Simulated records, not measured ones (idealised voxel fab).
voxel ribs on slabs: a process module
The figure presents cross-section cut, which has a width of 220 nm and is divided into square cells with an edge length of 5 nm.
Notation: cross-section as square-cell grid; stated in bands, top first, going down; one or more cell rows per band.
Top height, bottom height, nm. Materials left to right, width each, nm. Single material + "everywhere" = fills band edge to edge. "blank" = empty.
Basically, 0 is our baseline, since under it the wafer straight out of the box is all one material. The bottom band has no lower end and keeps on going down, so it looks like "top 0, no bottom".
Top row gets the first number, bottom row gets the second, and each row in between changes by the same step: that is how a band width like "30->40" works.
Reading "nothing different" for a step: not a cell of the cross-section changed in it.
Under "Listed closed voids" you'll find the enclosed gaps, the ones with no way out to the top, that are 8 cells or bigger; each reads width x height at distance, with distance counted from the left edge, everything in nm.
Whatever follows a step's settings on its line is a remark the simulator itself makes about that step.
On any step carrying a mask, the "overlay nm" setting, if present on the step's line, tells how far right of its planned place the mask lay; negative values point to the left.
The following list gives the planned process steps:
- 1: RECEIVE, material Si
- 2: DIRECTIONAL_DEP, material SiO2, thk nm 20
- 3: DIRECTIONAL_DEP, material SiN, thk nm 25
- 4: DIRECTIONAL_DEP, material aC, thk nm 15
- 5: PATTERN, tone cover, mask id RIB, material resist, width nm 15, thk nm 30, overlay nm 0
- 6: DIRECTIONAL_ETCH, etch materials aC, depth nm 15
- 7: STRIP, etch materials resist
- 8: DIRECTIONAL_ETCH, etch materials SiN, depth nm 20
- 9: STRIP, etch materials aC
- 10: DIRECTIONAL_DEP, material aC, thk nm 10
- 11: PATTERN, tone cover, mask id SLAB, material resist, width nm 45, thk nm 30, overlay nm 0
- 12: DIRECTIONAL_ETCH, etch materials aC, depth nm 10
- 13: STRIP, etch materials resist
- 14: DIRECTIONAL_ETCH, etch materials SiN, depth nm 5
- 15: STRIP, etch materials aC
- 16: FILL_DEP, material SiO2, thk nm 25
- 17: CMP, height nm 60
- 18: DIRECTIONAL_DEP, material TiN, thk nm 5
- 19: MASKED_ETCH, tone cover, mask id HEATER, width nm 25, etch materials TiN, depth nm 5, overlay nm 0
- 20: CONFORMAL_DEP, material SiO2, thk nm 10
Split variable: width nm, step 5. Plan value = first wafer. Wafers start alike.
The first of several wafers in cross-section, exactly as it reached us after step 1:
- top 0, no bottom | Si everywhere
- Listed closed voids: none
End of module, by wafer: material-by-material cell gain (+) or loss (-) since receipt, then closed voids:
width nm 15 | +21 SiN | +599 SiO2 | +5 TiN | Listed closed voids: none
width nm 20 | +25 SiN | +595 SiO2 | +5 TiN | Listed closed voids: none
width nm 25 | +29 SiN | +591 SiO2 | +5 TiN | Listed closed voids: none
width nm 30 | +33 SiN | +587 SiO2 | +5 TiN | Listed closed voids: none
